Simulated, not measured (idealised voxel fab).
Process module under the name voxel self aligned vias
For reference, the cross-section in this document is cut, with width 175 nm and square cells of 5 nm.
Square cells in a grid make up a cross-section in this document, and the grid is given as bands, listed from the top down, each one or more rows of cells. Top height, bottom height, nm. Materials left to right, width each, nm. Single material + "all across" = fills band edge to edge. "air" = empty. Ref level 0: as-received wafer is one material below here. Bottom band extends down with no lower bound ("z 0 and below"). It should be noted that a width expressed as "30->40" varies in equal increments from row to row of cells within the band, taking the value of the first number at the top row and that of the second number at the bottom row. Take "no change occurred" at face value: in the step it is given for, the cross-section changed in none of its cells. "Voids lacking openings" enumerates empty spaces isolated from the top, with no open way to it, that contain at least 8 cells, giving each as width x height at distance from the left edge, all three in nm. The remark found on a step's line after its settings is issued by the simulator itself and pertains to that step. For masked steps, "overlay nm" on the step line gives how far right of plan the mask actually lay; a minus sign means it lay to the left.

**Listed below are the process steps as planned**
1: RECEIVE: material Si
2: CONFORMAL_DEP: material SiO2, thk nm 10
3: CONFORMAL_DEP: material SiCN, thk nm 5
4: DIRECTIONAL_DEP: material lowk, thk nm 25
5: MASKED_ETCH: tone open, mask id LINES, width nm 30, pitch nm 75, etch materials lowk, depth nm 25, overlay nm 0
6: CONFORMAL_DEP: material TiN, thk nm 5
7: FILL_DEP: material Ru, thk nm 10
8: CMP: height nm 40
9: SELECTIVE_ETCH: etch materials W Ru TiN, depth nm 10
10: FILL_DEP: material SiN, thk nm 10
11: CMP: height nm 40
12: DIRECTIONAL_DEP: material lowk, thk nm 20
13: MASKED_ETCH: tone open, mask id VIAS, width nm 50, etch materials lowk, depth nm 20, overlay nm 0
14: MASKED_ETCH: tone open, mask id VIAS, width nm 50, etch materials SiN, depth nm 10, overlay nm 0
15: CONFORMAL_DEP: material TiN, thk nm 5
16: FILL_DEP: material Cu, thk nm 5
17: CMP: height nm 60
18: CONFORMAL_DEP: material SiN, thk nm 5

**Below: the first of two wafers, run as planned**

**The cross-section here shows the wafer as received, i.e. in its state after step 1**
  z 0 and below: Si all across
  Voids lacking openings: none

**after step 2**
  z 10 to 0: SiO2 all across
  Everything under 0 stays put, no change at all.

**after step 3**
  z 15 to 10: SiCN all across
  Everything under 10 stays put, no change at all.

**after step 4**
  z 40 to 15: lowk all across
  Everything under 15 stays put, no change at all.

**after step 5**
  z 40 to 15: 35 of lowk; 30 of air; 45 of lowk; 30 of air; 35 of lowk
  Everything under 15 stays put, no change at all.

**after step 6**
  z 45 to 40: 40 of TiN; 20 of air; 55 of TiN; 20 of air; 40 of TiN
  z 40 to 20: 35 of lowk; 5 of TiN; 20 of air; 5 of TiN; 45 of lowk; 5 of TiN; 20 of air; 5 of TiN; 35 of lowk
  z 20 to 15: 35 of lowk; 30 of TiN; 45 of lowk; 30 of TiN; 35 of lowk
  Everything under 15 stays put, no change at all.

**after step 7**
  z 55 to 45: Ru all across
  z 45 to 40: 40 of TiN; 20 of Ru; 55 of TiN; 20 of Ru; 40 of TiN
  z 40 to 20: 35 of lowk; 5 of TiN; 20 of Ru; 5 of TiN; 45 of lowk; 5 of TiN; 20 of Ru; 5 of TiN; 35 of lowk
  Everything under 20 stays put, no change at all.

**after step 8**
  z 40 to 20: 35 of lowk; 5 of TiN; 20 of Ru; 5 of TiN; 45 of lowk; 5 of TiN; 20 of Ru; 5 of TiN; 35 of lowk
  Everything under 20 stays put, no change at all.

**after step 9**
  z 40 to 30: 35 of lowk; 30 of air; 45 of lowk; 30 of air; 35 of lowk
  Everything under 30 stays put, no change at all.

**after step 10**
  z 50 to 40: SiN all across
  z 40 to 30: 35 of lowk; 30 of SiN; 45 of lowk; 30 of SiN; 35 of lowk
  Everything under 30 stays put, no change at all.

**after step 11**
  z 40 to 30: 35 of lowk; 30 of SiN; 45 of lowk; 30 of SiN; 35 of lowk
  Everything under 30 stays put, no change at all.

**after step 12**
  z 60 to 40: lowk all across
  Everything under 40 stays put, no change at all.

**after step 13**
  z 60 to 40: 25 of lowk; 50 of air; 100 of lowk
  Everything under 40 stays put, no change at all.

**after step 14**
  z 60 to 40: 25 of lowk; 50 of air; 100 of lowk
  z 40 to 30: 35 of lowk; 30 of air; 45 of lowk; 30 of SiN; 35 of lowk
  Everything under 30 stays put, no change at all.

**after step 15**
  z 65 to 60: 30 of TiN; 40 of air; 105 of TiN
  z 60 to 45: 25 of lowk; 5 of TiN; 40 of air; 5 of TiN; 100 of lowk
  z 45 to 40: 25 of lowk; 15 of TiN; 20 of air; 15 of TiN; 100 of lowk
  z 40 to 35: 35 of lowk; 5 of TiN; 20 of air; 5 of TiN; 45 of lowk; 30 of SiN; 35 of lowk
  z 35 to 30: 35 of lowk; 30 of TiN; 45 of lowk; 30 of SiN; 35 of lowk
  Everything under 30 stays put, no change at all.

**after step 16**
  z 70 to 65: Cu all across
  z 65 to 60: 30 of TiN; 40 of Cu; 105 of TiN
  z 60 to 45: 25 of lowk; 5 of TiN; 40 of Cu; 5 of TiN; 100 of lowk
  z 45 to 40: 25 of lowk; 15 of TiN; 20 of Cu; 15 of TiN; 100 of lowk
  z 40 to 35: 35 of lowk; 5 of TiN; 20 of Cu; 5 of TiN; 45 of lowk; 30 of SiN; 35 of lowk
  Everything under 35 stays put, no change at all.

**after step 17**
  z 60 to 45: 25 of lowk; 5 of TiN; 40 of Cu; 5 of TiN; 100 of lowk
  Everything under 45 stays put, no change at all.

**after step 18**
  z 65 to 60: SiN all across
  Everything under 60 stays put, no change at all.

**Wafer two. Identical start, identical plan. One mistake in execution. Identical history through step 12**

**X-section, second wafer, when step 13 was due to finish**
  z 60 to 40: 15 of lowk; 50 of air; 110 of lowk
  Everything under 40 stays put, no change at all.

**X-section, second wafer, when step 14 was due to finish**
  z 60 to 40: 15 of lowk; 50 of air; 110 of lowk
  z 40 to 30: 35 of lowk; 30 of air; 45 of lowk; 30 of SiN; 35 of lowk
  Everything under 30 stays put, no change at all.

**X-section, second wafer, when step 15 was due to finish**
  z 65 to 60: 20 of TiN; 40 of air; 115 of TiN
  z 60 to 45: 15 of lowk; 5 of TiN; 40 of air; 5 of TiN; 110 of lowk
  z 45 to 40: 15 of lowk; 25 of TiN; 20 of air; 5 of TiN; 110 of lowk
  z 40 to 35: 35 of lowk; 5 of TiN; 20 of air; 5 of TiN; 45 of lowk; 30 of SiN; 35 of lowk
  z 35 to 30: 35 of lowk; 30 of TiN; 45 of lowk; 30 of SiN; 35 of lowk
  Everything under 30 stays put, no change at all.

**X-section, second wafer, when step 16 was due to finish**
  z 70 to 65: Cu all across
  z 65 to 60: 20 of TiN; 40 of Cu; 115 of TiN
  z 60 to 45: 15 of lowk; 5 of TiN; 40 of Cu; 5 of TiN; 110 of lowk
  z 45 to 40: 15 of lowk; 25 of TiN; 20 of Cu; 5 of TiN; 110 of lowk
  z 40 to 35: 35 of lowk; 5 of TiN; 20 of Cu; 5 of TiN; 45 of lowk; 30 of SiN; 35 of lowk
  Everything under 35 stays put, no change at all.

**X-section, second wafer, when step 17 was due to finish**
  z 60 to 45: 15 of lowk; 5 of TiN; 40 of Cu; 5 of TiN; 110 of lowk
  Everything under 45 stays put, no change at all.

**X-section, second wafer, when step 18 was due to finish**
  z 65 to 60: SiN all across
  Everything under 60 stays put, no change at all.
So what did we get wrong on this run? step 13 was processed under conditions differing from the plan, specifically as MASKED_ETCH: tone open, mask id VIAS, width nm 50, etch materials lowk, depth nm 20, overlay nm -10
At the end, the second wafer has the same number of cells of each material as the first, but those cells sit in other places.
